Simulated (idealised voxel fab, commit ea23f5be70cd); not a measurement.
Process module heading - voxel air gaps
Each square cell in cross-section cut measures 5 nm, and the section as a whole is 245 nm wide.
Notation: cross-section as square-cell grid; stated in bands, top first, going down; one or more cell rows per band.
Band entry format. Leading values: height of top, height of bottom, nm. Remainder: materials in left-to-right order, each with its width in nm. Special words: "all across" on a single material, which then fills the band edge to edge; "blank", empty space.
Where do heights start? At 0: under that level the wafer as delivered is made of one material only. And the lowest band has no floor; it just carries on downward, as in "0 down".
Width spec "30->40" -> top row of cells at first value, bottom row at second value, equal per-row change in between.
"everything unchanged" after a step means that no cell of the cross-section changed.
So "Enclosed cavity list" is basically the list of trapped voids: any empty space of 8 cells or more that can't reach the top through an opening. They're written width x height at distance, the distance being from the left edge, and it's all nm.
On each step's line, the part that comes after the settings is the simulator's own comment on the step.
Each step line may optionally specify "overlay nm", which for a step with a mask gives the rightward distance between the mask's planned place and where it lay, a negative value indicating the leftward direction.

# Process steps - plan
| 1 | RECEIVE | material Si |
| 2 | CONFORMAL_DEP | material SiO2 | thk nm 15 |
| 3 | CONFORMAL_DEP | material SiN | thk nm 5 |
| 4 | DIRECTIONAL_DEP | material lowk | thk nm 30 |
| 5 | DIRECTIONAL_DEP | material aC | thk nm 15 |
| 6 | PATTERN | tone open | mask id LINES | material resist | width nm 25 | pitch nm 55 | thk nm 30 | overlay nm 0 |
| 7 | DIRECTIONAL_ETCH | etch materials aC | depth nm 15 |
| 8 | STRIP | etch materials resist |
| 9 | DIRECTIONAL_ETCH | etch materials lowk | depth nm 30 |
| 10 | STRIP | etch materials aC |
| 11 | CONFORMAL_DEP | material TiN | thk nm 5 |
| 12 | FILL_DEP | material W | thk nm 10 |
| 13 | CMP | height nm 50 |
| 14 | EPI | material Ru | thk nm 10 |
| 15 | SELECTIVE_ETCH | etch materials lowk | depth nm 40 |
| 16 | CONFORMAL_DEP | material SiN | thk nm 5 |

# Cross-section, incoming material, after step 1
  0 down | Si all across
  Enclosed cavity list: none

# Cross-sectional view of the first of the two wafers upon completion of the module, processed in accordance with the plan
  65 to 60 | blank 40 nm, SiN 165 nm, blank 40 nm
  60 to 50 | blank 40 nm, SiN 5 nm, Ru 45 nm, SiN 10 nm, Ru 45 nm, SiN 10 nm, Ru 45 nm, SiN 5 nm, blank 40 nm
  50 to 45 | blank 40 nm, SiN 15 nm, TiN 5 nm, W 15 nm, TiN 5 nm, SiN 30 nm, TiN 5 nm, W 15 nm, TiN 5 nm, SiN 30 nm, TiN 5 nm, W 15 nm, TiN 5 nm, SiN 15 nm, blank 40 nm
  45 to 25 | blank 50 nm, SiN 5 nm, TiN 5 nm, W 15 nm, TiN 5 nm, SiN 5 nm, blank 20 nm, SiN 5 nm, TiN 5 nm, W 15 nm, TiN 5 nm, SiN 5 nm, blank 20 nm, SiN 5 nm, TiN 5 nm, W 15 nm, TiN 5 nm, SiN 5 nm, blank 50 nm
  25 to 20 | SiN 55 nm, TiN 25 nm, SiN 30 nm, TiN 25 nm, SiN 30 nm, TiN 25 nm, SiN 55 nm
  20 to 15 | SiN all across
  15 to 0 | SiO2 all across
  0 down | Si all across
  Enclosed cavity list: 20 x 20 at 85; 20 x 20 at 140

# End of module, second wafer, cross-section. Started like the first, planned like the first, run with one mistake
  65 to 60 | SiN all across
  60 to 50 | Ru all across
  50 to 40 | W all across
  40 to 35 | TiN all across
  35 to 20 | lowk all across
  20 to 15 | SiN all across
  15 to 0 | SiO2 all across
  0 down | Si all across
  Enclosed cavity list: none
What broke from the plan during processing? so step 5 ended up running with a different setting than we planned, it ran as DIRECTIONAL_DEP | material lowk | thk nm 15
In the final state, the cell counts of the second wafer exceed or fall short of those of the first for the following materials: +44 Ru; -72 SiN; +4 TiN; +53 W; +147 lowk
Note - end result: 2 closed voids (first wafer), 0 closed voids (second wafer).
